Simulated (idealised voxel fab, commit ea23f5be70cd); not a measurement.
The document below concerns the process module designated voxel released beams.
The cross-section on display is named cut; it measures 300 nm wide, and its cells are 5 nm squares.
Cross-section = grid of square cells, listed top down in bands; band = one or more rows.
Read a band's entry like this: the first values are the height of its top and the height of its bottom in nm, and what follows is the sequence of materials from left to right, each with its width in nm. Note that "blank" is empty space, and that a single material marked "full width" reaches across the band from edge to edge.
Convention: height 0 is the level below which the wafer, as received, is all one material. The lowest band does not terminate at the bottom but continues downward, represented as "z 0 and below".
Graded width ("30 to 40"): value in top row of band = first number; value in bottom row = second number; row-to-row change constant.
Key: "no change occurred" - step with no changed cell in the cross-section.
Entry "Fully sealed cavities" = empty spaces >= 8 cells with no open way to the top; each as width x height at distance, distance from left edge, all nm.
after a step's settings: what the simulator itself notes on the step
Among the settings permitted on a step's line is "overlay nm"; applied to a step with a mask, it specifies the extent to which the mask lay to the right of its planned position, whereas a negative figure signifies a position to the left.
Process steps - plan:
step 1: op RECEIVE | material Si
step 2: op CONFORMAL_DEP | material Al2O3 | thk nm 10
step 3: op DIRECTIONAL_DEP | material SiO2 | thk nm 10
step 4: op DIRECTIONAL_DEP | material aC | thk nm 10
step 5: op PATTERN | tone open | mask id ANCHOR | material resist | width nm 40 | thk nm 25 | overlay nm 0
step 6: op DIRECTIONAL_ETCH | etch materials aC | depth nm 10
step 7: op STRIP | etch materials resist
step 8: op DIRECTIONAL_ETCH | etch materials SiO2 | depth nm 10
step 9: op STRIP | etch materials aC
step 10: op CONFORMAL_DEP | material SiN | thk nm 15
step 11: op DIRECTIONAL_DEP | material aC | thk nm 15
step 12: op PATTERN | tone cover | mask id BEAM | material resist | width nm 100 | thk nm 30 | overlay nm 0
step 13: op DIRECTIONAL_ETCH | etch materials aC | depth nm 15
step 14: op STRIP | etch materials resist
step 15: op DIRECTIONAL_ETCH | etch materials SiN | depth nm 15
step 16: op STRIP | etch materials aC
step 17: op STRIP | etch materials SiO2
Cross-section of the wafer upon arrival, representing the state reached after step 1:
	z 0 and below | Si full width
	Fully sealed cavities: none
first wafer at the end, as planned:
	z 35 to 25 | 95 blank | 20 SiN | 10 blank | 70 SiN | 105 blank
	z 25 to 20 | 95 blank | 100 SiN | 105 blank
	z 20 to 10 | 100 blank | 40 SiN | 160 blank
	z 10 to 0 | Al2O3 full width
	z 0 and below | Si full width
	Fully sealed cavities: none
Cross-sectional view: second of two wafers, end of module; start and plan identical to the first, one mistake in running:
	z 35 to 20 | 95 blank | 100 SiN | 105 blank
	z 20 to 10 | Al2O3 full width
	z 10 to 0 | SiO2 full width
	z 0 and below | Si full width
	Fully sealed cavities: none
What broke from the plan during processing? steps 2 and 3: order swapped relative to plan
FYI, end of process, the second wafer has more or fewer cells of some materials than the first: SiN -12 | SiO2 +120
